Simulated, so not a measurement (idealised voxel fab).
The process module that follows is named voxel fin reveal.
Section shown: cut. Width: 275 nm. Cell size: 5 nm, square.
In this document a cross-section is written as a grid of square cells. It is given as a series of bands, listed from the top down, and a band is one or more rows of cells. Heads up on the band format: heights come first, top then bottom, in nm. After that it's the materials left to right, each with its width in nm. A single material flagged "full width" fills the whole band edge to edge, and "air" means there's empty space there. Basically, 0 is our baseline, since under it the wafer straight out of the box is all one material. The bottom band has no lower end and keeps on going down, so it looks like "0 down". With a width like "30 to 40", each row of cells in the band differs from the next by the same amount, the top row carrying the first number and the bottom row the second. The designation "left unchanged", where it is given for a processing step, indicates that no cell of the cross-section was altered in the course of that step. Look at "Enclosed void entries" for the closed voids: empty spaces with no open path to the top, sized 8 cells or up. Each is width x height at distance, distance from the left edge, all nm. What comes after the settings on a step's line is commentary from the simulator itself on that step. overlay nm: for a step with a mask, the amount by which the mask lay right of where it was planned; a negative amount means left of it.
-- Steps planned for the process
1) RECEIVE,material Si
2) CONFORMAL_DEP,material SiN,thk nm 5
3) PATTERN,tone cover,mask id FINS,material resist,width nm 15,pitch nm 35,thk nm 20,overlay nm 0
4) DIRECTIONAL_ETCH,etch materials SiN,depth nm 5
5) DIRECTIONAL_ETCH,etch materials Si,depth nm 30
6) STRIP,etch materials resist
7) FILL_DEP,material SiO2,thk nm 5
8) CMP,height nm 5
9) SELECTIVE_ETCH,etch materials SiO2,depth nm 15
10) STRIP,etch materials SiN
-- First of the two wafers, run per plan
-- Delivered wafer in cross-section: state after step 1
0 down = Si full width
Enclosed void entries: none
-- State of the wafer after step 2, shown in cross-section
5 to 0 = SiN full width
Heights below 0 show no change.
-- State of the wafer after step 3, shown in cross-section
25 to 5 = air: 95 | resist: 15 | air: 20 | resist: 15 | air: 20 | resist: 15 | air: 95
Heights below 5 show no change.
-- State of the wafer after step 4, shown in cross-section
25 to 5 = air: 95 | resist: 15 | air: 20 | resist: 15 | air: 20 | resist: 15 | air: 95
5 to 0 = air: 95 | SiN: 15 | air: 20 | SiN: 15 | air: 20 | SiN: 15 | air: 95
Heights below 0 show no change.
-- State of the wafer after step 5, shown in cross-section
25 to 5 = air: 95 | resist: 15 | air: 20 | resist: 15 | air: 20 | resist: 15 | air: 95
5 to 0 = air: 95 | SiN: 15 | air: 20 | SiN: 15 | air: 20 | SiN: 15 | air: 95
0 to -30 = air: 95 | Si: 15 | air: 20 | Si: 15 | air: 20 | Si: 15 | air: 95
Heights below -30 show no change.
-- State of the wafer after step 6, shown in cross-section
5 to 0 = air: 95 | SiN: 15 | air: 20 | SiN: 15 | air: 20 | SiN: 15 | air: 95
Heights below 0 show no change.
-- State of the wafer after step 7, shown in cross-section
10 to 5 = SiO2 full width
5 to 0 = SiO2: 95 | SiN: 15 | SiO2: 20 | SiN: 15 | SiO2: 20 | SiN: 15 | SiO2: 95
0 to -30 = SiO2: 95 | Si: 15 | SiO2: 20 | Si: 15 | SiO2: 20 | Si: 15 | SiO2: 95
Heights below -30 show no change.
-- State of the wafer after step 8, shown in cross-section
5 to 0 = SiO2: 95 | SiN: 15 | SiO2: 20 | SiN: 15 | SiO2: 20 | SiN: 15 | SiO2: 95
Heights below 0 show no change.
-- State of the wafer after step 9, shown in cross-section
5 to 0 = air: 95 | SiN: 15 | air: 20 | SiN: 15 | air: 20 | SiN: 15 | air: 95
0 to -10 = air: 95 | Si: 15 | air: 20 | Si: 15 | air: 20 | Si: 15 | air: 95
Heights below -10 show no change.
-- State of the wafer after step 10, shown in cross-section
0 to -10 = air: 95 | Si: 15 | air: 20 | Si: 15 | air: 20 | Si: 15 | air: 95
Heights below -10 show no change.
-- For the second wafer, take the first wafer's start and plan, then add one mistake made in running it; everything through step 8, that step included, is shared with the first
-- The second wafer in cross-section, at the planned close of step 9
5 to 0 = SiO2: 95 | air: 15 | SiO2: 20 | air: 15 | SiO2: 20 | air: 15 | SiO2: 95
Heights below 0 show no change.
-- The second wafer in cross-section, at the planned close of step 10
0 to -10 = air: 95 | Si: 15 | air: 20 | Si: 15 | air: 20 | Si: 15 | air: 95
-10 to -15 = SiO2: 80 | air: 15 | Si: 15 | air: 20 | Si: 15 | air: 20 | Si: 15 | air: 15 | SiO2: 80
Heights below -15 show no change.
Plan not followed: the intended sequence of steps 9 and 10 was reversed during processing, with each occupying the position of the other
Wrapping up, a cell-based count of both wafers puts the second over or under the first for these materials: -14 SiO2
